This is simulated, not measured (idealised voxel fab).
Presented below is a process module, voxel air gaps.
Cross-section cut spans 185 nm and uses square cells 5 nm in size.
A cross-section is written here as square cells arranged in a grid, and it is given in bands from the top down, each band taking up one or more rows of cells. This entry defines a band. It first specifies the height of the band's top and the height of its bottom in nm, and then specifies the band's materials from left to right, stating each material with its width in nm. The word "full width" identifies a single material that fills the band from edge to edge, while the word "blank" identifies empty space. Ref level 0: as-received wafer is one material below here. Bottom band extends down with no lower bound ("0 -> down"). Quick explanation for "30 to 40": the width changes in equal steps down the rows of cells, from the first number in the band's top row to the second number in its bottom row. Any step labelled "no alterations made" changed none of the cells in the cross-section. Entry "Sealed void inventory" = empty spaces >= 8 cells with no open way to the top; each as width x height at distance, distance from left edge, all nm. On a step's line, text after the settings is the simulator commenting on that step. The "overlay nm" setting may appear on a step's line; for a step that uses a mask, it gives how far to the right of its planned position the mask lay, and a negative value indicates the left. Layout of what follows: cross-section pairs, each bracketing one process step, the after cross-section shown only to the lowest band that changed, the step between and its settings noted under each pair. Pairs may originate in different runs of this module on the same starting wafer; a pair continues from the pair above only where its entry headed "Status quo ante" says so.

Status quo ante
* 45 -> 20 | lowk: 35 / Ru: 5 / W: 10 / Ru: 5 / lowk: 25 / Ru: 5 / W: 10 / Ru: 5 / lowk: 25 / Ru: 5 / W: 10 / Ru: 5 / lowk: 40
* 20 -> 15 | lowk: 35 / Ru: 20 / lowk: 25 / Ru: 20 / lowk: 25 / Ru: 20 / lowk: 40
* 15 -> 10 | SiN full width
* 10 -> 0 | SiO2 full width
* 0 -> down | Si full width
* Sealed void inventory: none

Section, Post-Step
* 55 -> 45 | blank: 25 / Ru: 40 / blank: 5 / Ru: 40 / blank: 5 / Ru: 40 / blank: 30
* For the remainder of the cross-section, below 45, there is no change.
* Sealed void inventory: none
Step sandwiched between the two cross-sections above: EPI [material Ru] [thk nm 10]

Status quo ante: equal to the after panel directly above.

Section, Post-Step
* 55 -> 45 | blank: 25 / Ru: 40 / blank: 5 / Ru: 40 / blank: 5 / Ru: 40 / blank: 30
* 45 -> 20 | blank: 35 / Ru: 5 / W: 10 / Ru: 5 / blank: 25 / Ru: 5 / W: 10 / Ru: 5 / blank: 25 / Ru: 5 / W: 10 / Ru: 5 / blank: 40
* 20 -> 15 | blank: 35 / Ru: 20 / blank: 25 / Ru: 20 / blank: 25 / Ru: 20 / blank: 40
* For the remainder of the cross-section, below 15, there is no change.
* Sealed void inventory: none
Step sandwiched between the two cross-sections above: SELECTIVE_ETCH [etch materials lowk] [depth nm 40]

Status quo ante: equal to the after panel directly above.

Section, Post-Step
* 60 -> 55 | blank: 20 / SiN: 140 / blank: 25
* 55 -> 45 | blank: 20 / SiN: 5 / Ru: 40 / SiN: 5 / Ru: 40 / SiN: 5 / Ru: 40 / SiN: 5 / blank: 25
* 45 -> 40 | blank: 20 / SiN: 15 / Ru: 5 / W: 10 / Ru: 5 / SiN: 25 / Ru: 5 / W: 10 / Ru: 5 / SiN: 25 / Ru: 5 / W: 10 / Ru: 5 / SiN: 15 / blank: 25
* 40 -> 20 | blank: 30 / SiN: 5 / Ru: 5 / W: 10 / Ru: 5 / SiN: 5 / blank: 15 / SiN: 5 / Ru: 5 / W: 10 / Ru: 5 / SiN: 5 / blank: 15 / SiN: 5 / Ru: 5 / W: 10 / Ru: 5 / SiN: 5 / blank: 35
* 20 -> 15 | SiN: 35 / Ru: 20 / SiN: 25 / Ru: 20 / SiN: 25 / Ru: 20 / SiN: 40
* For the remainder of the cross-section, below 15, there is no change.
* Sealed void inventory: 15 x 20 at 60; 15 x 20 at 105
Step sandwiched between the two cross-sections above: CONFORMAL_DEP [material SiN] [thk nm 5]

Status quo ante
* 45 -> 15 | lowk full width
* 15 -> 10 | SiN full width
* 10 -> 0 | SiO2 full width
* 0 -> down | Si full width
* Sealed void inventory: none

Section, Post-Step
* 60 -> 45 | blank: 35 / resist: 20 / blank: 25 / resist: 20 / blank: 25 / resist: 20 / blank: 40
* For the remainder of the cross-section, below 45, there is no change.
* Sealed void inventory: none
Step sandwiched between the two cross-sections above: PATTERN [tone cover] [mask id LINES] [material resist] [width nm 20] [pitch nm 45] [thk nm 15] [overlay nm 0]

Status quo ante: equal to the after panel directly above.

Section, Post-Step
* 60 -> 45 | blank: 35 / resist: 20 / blank: 25 / resist: 20 / blank: 25 / resist: 20 / blank: 40
* 45 -> 15 | blank: 35 / lowk: 20 / blank: 25 / lowk: 20 / blank: 25 / lowk: 20 / blank: 40
* For the remainder of the cross-section, below 15, there is no change.
* Sealed void inventory: none
Step sandwiched between the two cross-sections above: DIRECTIONAL_ETCH [etch materials lowk] [depth nm 30]

Status quo ante: equal to the after panel directly above.

Section, Post-Step
* 45 -> 15 | blank: 35 / lowk: 20 / blank: 25 / lowk: 20 / blank: 25 / lowk: 20 / blank: 40
* For the remainder of the cross-section, below 15, there is no change.
* Sealed void inventory: none
Step sandwiched between the two cross-sections above: STRIP [etch materials resist]

Status quo ante: equal to the after panel directly above.

Section, Post-Step
* 50 -> 45 | blank: 30 / TiN: 30 / blank: 15 / TiN: 30 / blank: 15 / TiN: 30 / blank: 35
* 45 -> 20 | blank: 30 / TiN: 5 / lowk: 20 / TiN: 5 / blank: 15 / TiN: 5 / lowk: 20 / TiN: 5 / blank: 15 / TiN: 5 / lowk: 20 / TiN: 5 / blank: 35
* 20 -> 15 | TiN: 35 / lowk: 20 / TiN: 25 / lowk: 20 / TiN: 25 / lowk: 20 / TiN: 40
* For the remainder of the cross-section, below 15, there is no change.
* Sealed void inventory: none
Step sandwiched between the two cross-sections above: CONFORMAL_DEP [material TiN] [thk nm 5]

Status quo ante: equal to the after panel directly above.

Section, Post-Step
* 60 -> 50 | W full width
* 50 -> 45 | W: 30 / TiN: 30 / W: 15 / TiN: 30 / W: 15 / TiN: 30 / W: 35
* 45 -> 20 | W: 30 / TiN: 5 / lowk: 20 / TiN: 5 / W: 15 / TiN: 5 / lowk: 20 / TiN: 5 / W: 15 / TiN: 5 / lowk: 20 / TiN: 5 / W: 35
* For the remainder of the cross-section, below 20, there is no change.
* Sealed void inventory: none
Step sandwiched between the two cross-sections above: FILL_DEP [material W] [thk nm 10]

Status quo ante: equal to the after panel directly above.

Section, Post-Step
* 45 -> 20 | W: 30 / TiN: 5 / lowk: 20 / TiN: 5 / W: 15 / TiN: 5 / lowk: 20 / TiN: 5 / W: 15 / TiN: 5 / lowk: 20 / TiN: 5 / W: 35
* For the remainder of the cross-section, below 20, there is no change.
* Sealed void inventory: none
Step sandwiched between the two cross-sections above: CMP [height nm 45]

Status quo ante: equal to the after panel directly above.

Section, Post-Step
* 55 -> 45 | Ru full width
* For the remainder of the cross-section, below 45, there is no change.
* Sealed void inventory: none
Step sandwiched between the two cross-sections above: EPI [material Ru] [thk nm 10]

Status quo ante: equal to the after panel directly above.

Section, Post-Step
* 60 -> 55 | SiN full width
* For the remainder of the cross-section, below 55, there is no change.
* Sealed void inventory: none
Step sandwiched between the two cross-sections above: CONFORMAL_DEP [material SiN] [thk nm 5]
